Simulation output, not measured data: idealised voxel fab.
The following process module bears the name voxel spacer lines.
The width of the displayed cross-section, cut, is 265 nm; its cells are square, with a size of 5 nm.
We lay out every cross-section as a grid of square cells and spell it out in bands from the top down, where one band means one or more rows of cells.
Band: top and bottom heights (nm) first, top before bottom; then materials from left to right, widths in nm. "edge to edge" marks a sole material filling the band edge to edge. "air" denotes empty space.
Height 0 is the level under which the wafer as received is all one material. The lowest band goes on downwards, as in "0 -> down".
Quick explanation for "30 to 40": the width changes in equal steps down the rows of cells, from the first number in the band's top row to the second number in its bottom row.
Step note "no modification" = no cross-section cell changed.
The label "Closed internal cavities" introduces a list of the empty spaces, 8 cells or larger, that have no open way up to the top; each entry in it reads width x height at distance, where the distance is taken from the left edge and all three are stated in nm.
Text after the settings on a step's line: the simulator's own remark on that step.
When a step includes a mask, the "overlay nm" setting on its line states how far to the right of its planned place that mask lay, and negative values state how far to the left.
Set out below are the planned steps of the process:
1. RECEIVE [material Si]
2. CONFORMAL_DEP [material Al2O3] [thk nm 10]
3. DIRECTIONAL_DEP [material W] [thk nm 10]
4. DIRECTIONAL_DEP [material polySi] [thk nm 25]
5. PATTERN [tone cover] [mask id MANDREL] [material resist] [width nm 20] [pitch nm 70] [thk nm 30] [overlay nm 0]
6. DIRECTIONAL_ETCH [etch materials polySi] [depth nm 25]
7. STRIP [etch materials resist]
8. CONFORMAL_DEP [material SiO2] [thk nm 15]
9. DIRECTIONAL_ETCH [etch materials SiO2] [depth nm 15]
10. STRIP [etch materials polySi]
11. DIRECTIONAL_ETCH [etch materials W] [depth nm 10]
12. STRIP [etch materials SiO2]
The following pertains to the first of two wafers, which was processed as planned:
Cross-section of the wafer upon arrival, representing the state reached after step 1:
  0 -> down  Si edge to edge
  Closed internal cavities: none
Upon completion of step 2, the wafer appears in cross-section as shown:
  10 -> 0  Al2O3 edge to edge
  Below 0 it's all the same as before, nothing changed down there.
Upon completion of step 3, the wafer appears in cross-section as shown:
  20 -> 10  W edge to edge
  Below 10 it's all the same as before, nothing changed down there.
Upon completion of step 4, the wafer appears in cross-section as shown:
  45 -> 20  polySi edge to edge
  Below 20 it's all the same as before, nothing changed down there.
Upon completion of step 5, the wafer appears in cross-section as shown:
  75 -> 45  air: 85, then resist: 20, then air: 50, then resist: 20, then air: 90
  Below 45 it's all the same as before, nothing changed down there.
Upon completion of step 6, the wafer appears in cross-section as shown:
  75 -> 45  air: 85, then resist: 20, then air: 50, then resist: 20, then air: 90
  45 -> 20  air: 85, then polySi: 20, then air: 50, then polySi: 20, then air: 90
  Below 20 it's all the same as before, nothing changed down there.
Upon completion of step 7, the wafer appears in cross-section as shown:
  45 -> 20  air: 85, then polySi: 20, then air: 50, then polySi: 20, then air: 90
  Below 20 it's all the same as before, nothing changed down there.
Upon completion of step 8, the wafer appears in cross-section as shown:
  60 -> 45  air: 70, then SiO2: 50, then air: 20, then SiO2: 50, then air: 75
  45 -> 35  air: 70, then SiO2: 15, then polySi: 20, then SiO2: 15, then air: 20, then SiO2: 15, then polySi: 20, then SiO2: 15, then air: 75
  35 -> 20  SiO2: 85, then polySi: 20, then SiO2: 50, then polySi: 20, then SiO2: 90
  Below 20 it's all the same as before, nothing changed down there.
Upon completion of step 9, the wafer appears in cross-section as shown:
  45 -> 20  air: 70, then SiO2: 15, then polySi: 20, then SiO2: 15, then air: 20, then SiO2: 15, then polySi: 20, then SiO2: 15, then air: 75
  Below 20 it's all the same as before, nothing changed down there.
Upon completion of step 10, the wafer appears in cross-section as shown:
  45 -> 20  air: 70, then SiO2: 15, then air: 20, then SiO2: 15, then air: 20, then SiO2: 15, then air: 20, then SiO2: 15, then air: 75
  Below 20 it's all the same as before, nothing changed down there.
Upon completion of step 11, the wafer appears in cross-section as shown:
  45 -> 20  air: 70, then SiO2: 15, then air: 20, then SiO2: 15, then air: 20, then SiO2: 15, then air: 20, then SiO2: 15, then air: 75
  20 -> 10  air: 70, then W: 15, then air: 20, then W: 15, then air: 20, then W: 15, then air: 20, then W: 15, then air: 75
  Below 10 it's all the same as before, nothing changed down there.
Upon completion of step 12, the wafer appears in cross-section as shown:
  20 -> 10  air: 70, then W: 15, then air: 20, then W: 15, then air: 20, then W: 15, then air: 20, then W: 15, then air: 75
  Below 10 it's all the same as before, nothing changed down there.
The second wafer: identical to the first at the outset and in its planned sequence, differing only in that one mistake was made during processing; up to and including step 8, its path is the first wafer's path:
Second wafer profile in section, at the moment step 9 of the plan was meant to be complete:
  45 -> 30  air: 85, then polySi: 20, then air: 50, then polySi: 20, then air: 90
  30 -> 20  air: 70, then SiO2: 15, then polySi: 20, then SiO2: 15, then air: 20, then SiO2: 15, then polySi: 20, then SiO2: 15, then air: 75
  Below 20 it's all the same as before, nothing changed down there.
Second wafer profile in section, at the moment step 10 of the plan was meant to be complete:
  30 -> 20  air: 70, then SiO2: 15, then air: 20, then SiO2: 15, then air: 20, then SiO2: 15, then air: 20, then SiO2: 15, then air: 75
  Below 20 it's all the same as before, nothing changed down there.
Second wafer profile in section, at the moment step 11 of the plan was meant to be complete:
  30 -> 20  air: 70, then SiO2: 15, then air: 20, then SiO2: 15, then air: 20, then SiO2: 15, then air: 20, then SiO2: 15, then air: 75
  20 -> 10  air: 70, then W: 15, then air: 20, then W: 15, then air: 20, then W: 15, then air: 20, then W: 15, then air: 75
  Below 10 it's all the same as before, nothing changed down there.
Second wafer profile in section, at the moment step 12 of the plan was meant to be complete:
  20 -> 10  air: 70, then W: 15, then air: 20, then W: 15, then air: 20, then W: 15, then air: 20, then W: 15, then air: 75
  Below 10 it's all the same as before, nothing changed down there.
Plan not followed: plan step 9 was conducted twice
Outcome: the two wafer cross-sections end up identical, and the model's computation is unaffected by the mistake.
